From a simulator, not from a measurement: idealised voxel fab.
voxel wiring stack: a process module
Each square cell in cross-section cut measures 5 nm, and the section as a whole is 220 nm wide.
In this document a cross-section is written as a grid of square cells. It is given as a series of bands, listed from the top down, and a band is one or more rows of cells. Top, bottom (nm), then materials left to right with widths (nm); lone material tagged "all across" fills the whole band edge to edge; "empty" = empty space. Height is counted from the level 0, under which the received wafer is composed throughout of one material. The lowest of the bands is not closed at the bottom but continues downward, in the notation "0 and below". It should be noted that a width expressed as "30->40" varies in equal increments from row to row of cells within the band, taking the value of the first number at the top row and that of the second number at the bottom row. "nothing changed" means the step left every cell of the cross-section as it was. Empty spaces without an open route to the top, at least 8 cells in extent, make up the entry "Listed closed voids"; each is given as width x height at distance, where the distance is measured from the left edge, and all are in nm. after a step's settings: what the simulator itself notes on the step. What "overlay nm" on a step's line means: if the step has a mask, that mask lay this far to the right of its planned place, or, when the value is negative, to the left.
-- Planned step list for the process
1,RECEIVE with material Si
2,CONFORMAL_DEP with material SiO2, thk nm 10
3,CONFORMAL_DEP with material SiN, thk nm 5
4,DIRECTIONAL_DEP with material lowk, thk nm 15
5,MASKED_ETCH with tone open, mask id METAL_1, width nm 20, pitch nm 50, etch materials lowk, depth nm 15, overlay nm 0
6,MASKED_ETCH with tone open, mask id METAL_1, width nm 20, pitch nm 50, etch materials SiN, depth nm 5, overlay nm 0
7,CONFORMAL_DEP with material TiN, thk nm 5
8,FILL_DEP with material Cu, thk nm 5
9,CMP with height nm 30
10,CONFORMAL_DEP with material SiCN, thk nm 5
11,DIRECTIONAL_DEP with material SiO2, thk nm 10
12,MASKED_ETCH with tone open, mask id PLUG_1, width nm 15, pitch nm 50, etch materials SiO2, depth nm 10, overlay nm 0
13,MASKED_ETCH with tone open, mask id PLUG_1, width nm 15, pitch nm 50, etch materials SiCN, depth nm 5, overlay nm 0
14,EPI with material Ru, thk nm 10
15,EPI with material Ru, thk nm 5
16,DIRECTIONAL_DEP with material TiN, thk nm 5
17,DIRECTIONAL_DEP with material Ru, thk nm 20
18,DIRECTIONAL_DEP with material aC, thk nm 15
19,PATTERN with tone cover, mask id METAL_2, material resist, width nm 20, pitch nm 50, thk nm 30, overlay nm 0
20,DIRECTIONAL_ETCH with etch materials aC, depth nm 15
21,STRIP with etch materials resist
22,DIRECTIONAL_ETCH with etch materials Ru, depth nm 20
23,DIRECTIONAL_ETCH with etch materials TiN, depth nm 5
24,STRIP with etch materials aC
25,CONFORMAL_DEP with material SiN, thk nm 5
26,FILL_DEP with material lowk, thk nm 10
27,CMP with height nm 70
28,CONFORMAL_DEP with material SiCN, thk nm 5
29,DIRECTIONAL_DEP with material SiO2, thk nm 10
30,PATTERN with tone open, mask id PLUG_2, material resist, width nm 15, pitch nm 50, thk nm 15, overlay nm 0
31,DIRECTIONAL_ETCH with etch materials SiO2, depth nm 10
32,DIRECTIONAL_ETCH with etch materials SiCN, depth nm 5
33,STRIP with etch materials resist
34,EPI with material Ru, thk nm 10
35,EPI with material Ru, thk nm 5
36,CONFORMAL_DEP with material SiN, thk nm 5
37,DIRECTIONAL_DEP with material SiO2, thk nm 25
38,PATTERN with tone open, mask id METAL_3, material resist, width nm 20, pitch nm 50, thk nm 15, overlay nm 0
39,DIRECTIONAL_ETCH with etch materials SiO2, depth nm 25
40,DIRECTIONAL_ETCH with etch materials SiN, depth nm 5
41,STRIP with etch materials resist
42,CONFORMAL_DEP with material TiN, thk nm 5
43,FILL_DEP with material Ru, thk nm 5
44,CMP with height nm 115
45,CONFORMAL_DEP with material SiCN, thk nm 5
-- first wafer, as planned
-- As-received state of the wafer in cross-section, equivalent to post-step 1
	0 and below  Si all across
	Listed closed voids: none
-- Wafer xsec, post step 2
	10 down to 0  SiO2 all across
	Heights below 0 show no change.
-- Wafer xsec, post step 3
	15 down to 10  SiN all across
	Heights below 10 show no change.
-- Wafer xsec, post step 4
	30 down to 15  lowk all across
	Heights below 15 show no change.
-- Wafer xsec, post step 5
	30 down to 15  lowk: 75, then empty: 20, then lowk: 30, then empty: 20, then lowk: 75
	Heights below 15 show no change.
-- Wafer xsec, post step 6
	30 down to 15  lowk: 75, then empty: 20, then lowk: 30, then empty: 20, then lowk: 75
	15 down to 10  SiN: 75, then empty: 20, then SiN: 30, then empty: 20, then SiN: 75
	Heights below 10 show no change.
-- Wafer xsec, post step 7
	35 down to 30  TiN: 80, then empty: 10, then TiN: 40, then empty: 10, then TiN: 80
	30 down to 15  lowk: 75, then TiN: 5, then empty: 10, then TiN: 5, then lowk: 30, then TiN: 5, then empty: 10, then TiN: 5, then lowk: 75
	15 down to 10  SiN: 75, then TiN: 20, then SiN: 30, then TiN: 20, then SiN: 75
	Heights below 10 show no change.
-- Wafer xsec, post step 8
	40 down to 35  Cu all across
	35 down to 30  TiN: 80, then Cu: 10, then TiN: 40, then Cu: 10, then TiN: 80
	30 down to 15  lowk: 75, then TiN: 5, then Cu: 10, then TiN: 5, then lowk: 30, then TiN: 5, then Cu: 10, then TiN: 5, then lowk: 75
	Heights below 15 show no change.
-- Wafer xsec, post step 9
	30 down to 15  lowk: 75, then TiN: 5, then Cu: 10, then TiN: 5, then lowk: 30, then TiN: 5, then Cu: 10, then TiN: 5, then lowk: 75
	Heights below 15 show no change.
-- Wafer xsec, post step 10
	35 down to 30  SiCN all across
	Heights below 30 show no change.
-- Wafer xsec, post step 11
	45 down to 35  SiO2 all across
	Heights below 35 show no change.
-- Wafer xsec, post step 12
	45 down to 35  SiO2: 75, then empty: 15, then SiO2: 35, then empty: 15, then SiO2: 80
	Heights below 35 show no change.
-- Wafer xsec, post step 13
	45 down to 35  SiO2: 75, then empty: 15, then SiO2: 35, then empty: 15, then SiO2: 80
	35 down to 30  SiCN: 75, then empty: 15, then SiCN: 35, then empty: 15, then SiCN: 80
	Heights below 30 show no change.
-- Wafer xsec, post step 14
	45 down to 40  SiO2: 75, then empty: 15, then SiO2: 35, then empty: 15, then SiO2: 80
	40 down to 35  SiO2: 75, then Ru: 15, then SiO2: 35, then Ru: 15, then SiO2: 80
	35 down to 30  SiCN: 75, then Ru: 15, then SiCN: 35, then Ru: 15, then SiCN: 80
	Heights below 30 show no change.
-- Wafer xsec, post step 15
	45 down to 35  SiO2: 75, then Ru: 15, then SiO2: 35, then Ru: 15, then SiO2: 80
	Heights below 35 show no change.
-- Wafer xsec, post step 16
	50 down to 45  TiN all across
	Heights below 45 show no change.
-- Wafer xsec, post step 17
	70 down to 50  Ru all across
	Heights below 50 show no change.
-- Wafer xsec, post step 18
	85 down to 70  aC all across
	Heights below 70 show no change.
-- Wafer xsec, post step 19
	115 down to 85  empty: 75, then resist: 20, then empty: 30, then resist: 20, then empty: 75
	Heights below 85 show no change.
-- Wafer xsec, post step 20
	100 down to 85  empty: 75, then resist: 20, then empty: 30, then resist: 20, then empty: 75
	85 down to 70  empty: 75, then aC: 20, then empty: 30, then aC: 20, then empty: 75
	Heights below 70 show no change.
-- Wafer xsec, post step 21
	85 down to 70  empty: 75, then aC: 20, then empty: 30, then aC: 20, then empty: 75
	Heights below 70 show no change.
-- Wafer xsec, post step 22
	85 down to 70  empty: 75, then aC: 20, then empty: 30, then aC: 20, then empty: 75
	70 down to 50  empty: 75, then Ru: 20, then empty: 30, then Ru: 20, then empty: 75
	Heights below 50 show no change.
-- Wafer xsec, post step 23
	85 down to 70  empty: 75, then aC: 20, then empty: 30, then aC: 20, then empty: 75
	70 down to 50  empty: 75, then Ru: 20, then empty: 30, then Ru: 20, then empty: 75
	50 down to 45  empty: 75, then TiN: 20, then empty: 30, then TiN: 20, then empty: 75
	Heights below 45 show no change.
-- Wafer xsec, post step 24
	70 down to 50  empty: 75, then Ru: 20, then empty: 30, then Ru: 20, then empty: 75
	Heights below 50 show no change.
-- Wafer xsec, post step 25
	75 down to 70  empty: 70, then SiN: 30, then empty: 20, then SiN: 30, then empty: 70
	70 down to 50  empty: 70, then SiN: 5, then Ru: 20, then SiN: 5, then empty: 20, then SiN: 5, then Ru: 20, then SiN: 5, then empty: 70
	50 down to 45  SiN: 75, then TiN: 20, then SiN: 30, then TiN: 20, then SiN: 75
	Heights below 45 show no change.
-- Wafer xsec, post step 26
	85 down to 75  lowk all across
	75 down to 70  lowk: 70, then SiN: 30, then lowk: 20, then SiN: 30, then lowk: 70
	70 down to 50  lowk: 70, then SiN: 5, then Ru: 20, then SiN: 5, then lowk: 20, then SiN: 5, then Ru: 20, then SiN: 5, then lowk: 70
	Heights below 50 show no change.
-- Wafer xsec, post step 27
	70 down to 50  lowk: 70, then SiN: 5, then Ru: 20, then SiN: 5, then lowk: 20, then SiN: 5, then Ru: 20, then SiN: 5, then lowk: 70
	Heights below 50 show no change.
-- Wafer xsec, post step 28
	75 down to 70  SiCN all across
	Heights below 70 show no change.
-- Wafer xsec, post step 29
	85 down to 75  SiO2 all across
	Heights below 75 show no change.
-- Wafer xsec, post step 30
	100 down to 85  resist: 75, then empty: 15, then resist: 35, then empty: 15, then resist: 80
	Heights below 85 show no change.
-- Wafer xsec, post step 31
	100 down to 85  resist: 75, then empty: 15, then resist: 35, then empty: 15, then resist: 80
	85 down to 75  SiO2: 75, then empty: 15, then SiO2: 35, then empty: 15, then SiO2: 80
	Heights below 75 show no change.
-- Wafer xsec, post step 32
	100 down to 85  resist: 75, then empty: 15, then resist: 35, then empty: 15, then resist: 80
	85 down to 75  SiO2: 75, then empty: 15, then SiO2: 35, then empty: 15, then SiO2: 80
	75 down to 70  SiCN: 75, then empty: 15, then SiCN: 35, then empty: 15, then SiCN: 80
	Heights below 70 show no change.
-- Wafer xsec, post step 33
	85 down to 75  SiO2: 75, then empty: 15, then SiO2: 35, then empty: 15, then SiO2: 80
	Heights below 75 show no change.
-- Wafer xsec, post step 34
	85 down to 80  SiO2: 75, then empty: 15, then SiO2: 35, then empty: 15, then SiO2: 80
	80 down to 75  SiO2: 75, then Ru: 15, then SiO2: 35, then Ru: 15, then SiO2: 80
	75 down to 70  SiCN: 75, then Ru: 15, then SiCN: 35, then Ru: 15, then SiCN: 80
	Heights below 70 show no change.
-- Wafer xsec, post step 35
	85 down to 75  SiO2: 75, then Ru: 15, then SiO2: 35, then Ru: 15, then SiO2: 80
	Heights below 75 show no change.
-- Wafer xsec, post step 36
	90 down to 85  SiN all across
	Heights below 85 show no change.
-- Wafer xsec, post step 37
	115 down to 90  SiO2 all across
	Heights below 90 show no change.
-- Wafer xsec, post step 38
	130 down to 115  resist: 75, then empty: 20, then resist: 30, then empty: 20, then resist: 75
	Heights below 115 show no change.
-- Wafer xsec, post step 39
	130 down to 115  resist: 75, then empty: 20, then resist: 30, then empty: 20, then resist: 75
	115 down to 90  SiO2: 75, then empty: 20, then SiO2: 30, then empty: 20, then SiO2: 75
	Heights below 90 show no change.
-- Wafer xsec, post step 40
	130 down to 115  resist: 75, then empty: 20, then resist: 30, then empty: 20, then resist: 75
	115 down to 90  SiO2: 75, then empty: 20, then SiO2: 30, then empty: 20, then SiO2: 75
	90 down to 85  SiN: 75, then empty: 20, then SiN: 30, then empty: 20, then SiN: 75
	Heights below 85 show no change.
-- Wafer xsec, post step 41
	115 down to 90  SiO2: 75, then empty: 20, then SiO2: 30, then empty: 20, then SiO2: 75
	Heights below 90 show no change.
-- Wafer xsec, post step 42
	120 down to 115  TiN: 80, then empty: 10, then TiN: 40, then empty: 10, then TiN: 80
	115 down to 90  SiO2: 75, then TiN: 5, then empty: 10, then TiN: 5, then SiO2: 30, then TiN: 5, then empty: 10, then TiN: 5, then SiO2: 75
	90 down to 85  SiN: 75, then TiN: 20, then SiN: 30, then TiN: 20, then SiN: 75
	Heights below 85 show no change.
-- Wafer xsec, post step 43
	125 down to 120  Ru all across
	120 down to 115  TiN: 80, then Ru: 10, then TiN: 40, then Ru: 10, then TiN: 80
	115 down to 90  SiO2: 75, then TiN: 5, then Ru: 10, then TiN: 5, then SiO2: 30, then TiN: 5, then Ru: 10, then TiN: 5, then SiO2: 75
	Heights below 90 show no change.
-- Wafer xsec, post step 44
	115 down to 90  SiO2: 75, then TiN: 5, then Ru: 10, then TiN: 5, then SiO2: 30, then TiN: 5, then Ru: 10, then TiN: 5, then SiO2: 75
	Heights below 90 show no change.
-- Wafer xsec, post step 45
	120 down to 115  SiCN all across
	Heights below 115 show no change.
-- Companion wafer, the second of two: same beginning, same intended sequence, one mistake in carrying it out; through step 18 inclusive it tracks the first exactly
-- Second wafer: cross-section at the scheduled end of step 19
	115 down to 85  empty: 65, then resist: 20, then empty: 30, then resist: 20, then empty: 85
	Heights below 85 show no change.
-- Second wafer: cross-section at the scheduled end of step 20
	100 down to 85  empty: 65, then resist: 20, then empty: 30, then resist: 20, then empty: 85
	85 down to 70  empty: 65, then aC: 20, then empty: 30, then aC: 20, then empty: 85
	Heights below 70 show no change.
-- Second wafer: cross-section at the scheduled end of step 21
	85 down to 70  empty: 65, then aC: 20, then empty: 30, then aC: 20, then empty: 85
	Heights below 70 show no change.
-- Second wafer: cross-section at the scheduled end of step 22
	85 down to 70  empty: 65, then aC: 20, then empty: 30, then aC: 20, then empty: 85
	70 down to 50  empty: 65, then Ru: 20, then empty: 30, then Ru: 20, then empty: 85
	Heights below 50 show no change.
-- Second wafer: cross-section at the scheduled end of step 23
	85 down to 70  empty: 65, then aC: 20, then empty: 30, then aC: 20, then empty: 85
	70 down to 50  empty: 65, then Ru: 20, then empty: 30, then Ru: 20, then empty: 85
	50 down to 45  empty: 65, then TiN: 20, then empty: 30, then TiN: 20, then empty: 85
	Heights below 45 show no change.
-- Second wafer: cross-section at the scheduled end of step 24
	70 down to 50  empty: 65, then Ru: 20, then empty: 30, then Ru: 20, then empty: 85
	Heights below 50 show no change.
-- Second wafer: cross-section at the scheduled end of step 25
	75 down to 70  empty: 60, then SiN: 30, then empty: 20, then SiN: 30, then empty: 80
	70 down to 50  empty: 60, then SiN: 5, then Ru: 20, then SiN: 5, then empty: 20, then SiN: 5, then Ru: 20, then SiN: 5, then empty: 80
	50 down to 45  SiN: 65, then TiN: 20, then SiN: 30, then TiN: 20, then SiN: 85
	Heights below 45 show no change.
-- Second wafer: cross-section at the scheduled end of step 26
	85 down to 75  lowk all across
	75 down to 70  lowk: 60, then SiN: 30, then lowk: 20, then SiN: 30, then lowk: 80
	70 down to 50  lowk: 60, then SiN: 5, then Ru: 20, then SiN: 5, then lowk: 20, then SiN: 5, then Ru: 20, then SiN: 5, then lowk: 80
	Heights below 50 show no change.
-- Second wafer: cross-section at the scheduled end of step 27
	70 down to 50  lowk: 60, then SiN: 5, then Ru: 20, then SiN: 5, then lowk: 20, then SiN: 5, then Ru: 20, then SiN: 5, then lowk: 80
	Heights below 50 show no change.
-- Second wafer: cross-section at the scheduled end of step 28
	75 down to 70  SiCN all across
	Heights below 70 show no change.
-- Second wafer: cross-section at the scheduled end of step 29
	85 down to 75  SiO2 all across
	Heights below 75 show no change.
-- Second wafer: cross-section at the scheduled end of step 30
	100 down to 85  resist: 75, then empty: 15, then resist: 35, then empty: 15, then resist: 80
	Heights below 85 show no change.
-- Second wafer: cross-section at the scheduled end of step 31
	100 down to 85  resist: 75, then empty: 15, then resist: 35, then empty: 15, then resist: 80
	85 down to 75  SiO2: 75, then empty: 15, then SiO2: 35, then empty: 15, then SiO2: 80
	Heights below 75 show no change.
-- Second wafer: cross-section at the scheduled end of step 32
	100 down to 85  resist: 75, then empty: 15, then resist: 35, then empty: 15, then resist: 80
	85 down to 75  SiO2: 75, then empty: 15, then SiO2: 35, then empty: 15, then SiO2: 80
	75 down to 70  SiCN: 75, then empty: 15, then SiCN: 35, then empty: 15, then SiCN: 80
	Heights below 70 show no change.
-- Second wafer: cross-section at the scheduled end of step 33
	85 down to 75  SiO2: 75, then empty: 15, then SiO2: 35, then empty: 15, then SiO2: 80
	Heights below 75 show no change.
-- Second wafer: cross-section at the scheduled end of step 34
	85 down to 80  SiO2: 75, then empty: 15, then SiO2: 35, then empty: 15, then SiO2: 80
	80 down to 75  SiO2: 75, then Ru: 15, then SiO2: 35, then Ru: 15, then SiO2: 80
	75 down to 70  SiCN: 75, then Ru: 15, then SiCN: 35, then Ru: 15, then SiCN: 80
	Heights below 70 show no change.
-- Second wafer: cross-section at the scheduled end of step 35
	85 down to 75  SiO2: 75, then Ru: 15, then SiO2: 35, then Ru: 15, then SiO2: 80
	Heights below 75 show no change.
-- Second wafer: cross-section at the scheduled end of step 36
	90 down to 85  SiN all across
	Heights below 85 show no change.
-- Second wafer: cross-section at the scheduled end of step 37
	115 down to 90  SiO2 all across
	Heights below 90 show no change.
-- Second wafer: cross-section at the scheduled end of step 38
	130 down to 115  resist: 75, then empty: 20, then resist: 30, then empty: 20, then resist: 75
	Heights below 115 show no change.
-- Second wafer: cross-section at the scheduled end of step 39
	130 down to 115  resist: 75, then empty: 20, then resist: 30, then empty: 20, then resist: 75
	115 down to 90  SiO2: 75, then empty: 20, then SiO2: 30, then empty: 20, then SiO2: 75
	Heights below 90 show no change.
-- Second wafer: cross-section at the scheduled end of step 40
	130 down to 115  resist: 75, then empty: 20, then resist: 30, then empty: 20, then resist: 75
	115 down to 90  SiO2: 75, then empty: 20, then SiO2: 30, then empty: 20, then SiO2: 75
	90 down to 85  SiN: 75, then empty: 20, then SiN: 30, then empty: 20, then SiN: 75
	Heights below 85 show no change.
-- Second wafer: cross-section at the scheduled end of step 41
	115 down to 90  SiO2: 75, then empty: 20, then SiO2: 30, then empty: 20, then SiO2: 75
	Heights below 90 show no change.
-- Second wafer: cross-section at the scheduled end of step 42
	120 down to 115  TiN: 80, then empty: 10, then TiN: 40, then empty: 10, then TiN: 80
	115 down to 90  SiO2: 75, then TiN: 5, then empty: 10, then TiN: 5, then SiO2: 30, then TiN: 5, then empty: 10, then TiN: 5, then SiO2: 75
	90 down to 85  SiN: 75, then TiN: 20, then SiN: 30, then TiN: 20, then SiN: 75
	Heights below 85 show no change.
-- Second wafer: cross-section at the scheduled end of step 43
	125 down to 120  Ru all across
	120 down to 115  TiN: 80, then Ru: 10, then TiN: 40, then Ru: 10, then TiN: 80
	115 down to 90  SiO2: 75, then TiN: 5, then Ru: 10, then TiN: 5, then SiO2: 30, then TiN: 5, then Ru: 10, then TiN: 5, then SiO2: 75
	Heights below 90 show no change.
-- Second wafer: cross-section at the scheduled end of step 44
	115 down to 90  SiO2: 75, then TiN: 5, then Ru: 10, then TiN: 5, then SiO2: 30, then TiN: 5, then Ru: 10, then TiN: 5, then SiO2: 75
	Heights below 90 show no change.
-- Second wafer: cross-section at the scheduled end of step 45
	120 down to 115  SiCN all across
	Heights below 115 show no change.
Run error: step 19 did not happen as planned, as run it was PATTERN with tone cover, mask id METAL_2, material resist, width nm 20, pitch nm 50, thk nm 30, overlay nm -10
If you tally the cells, the second wafer ends up with the same amount of every material as the first; it's all just sitting in different places.
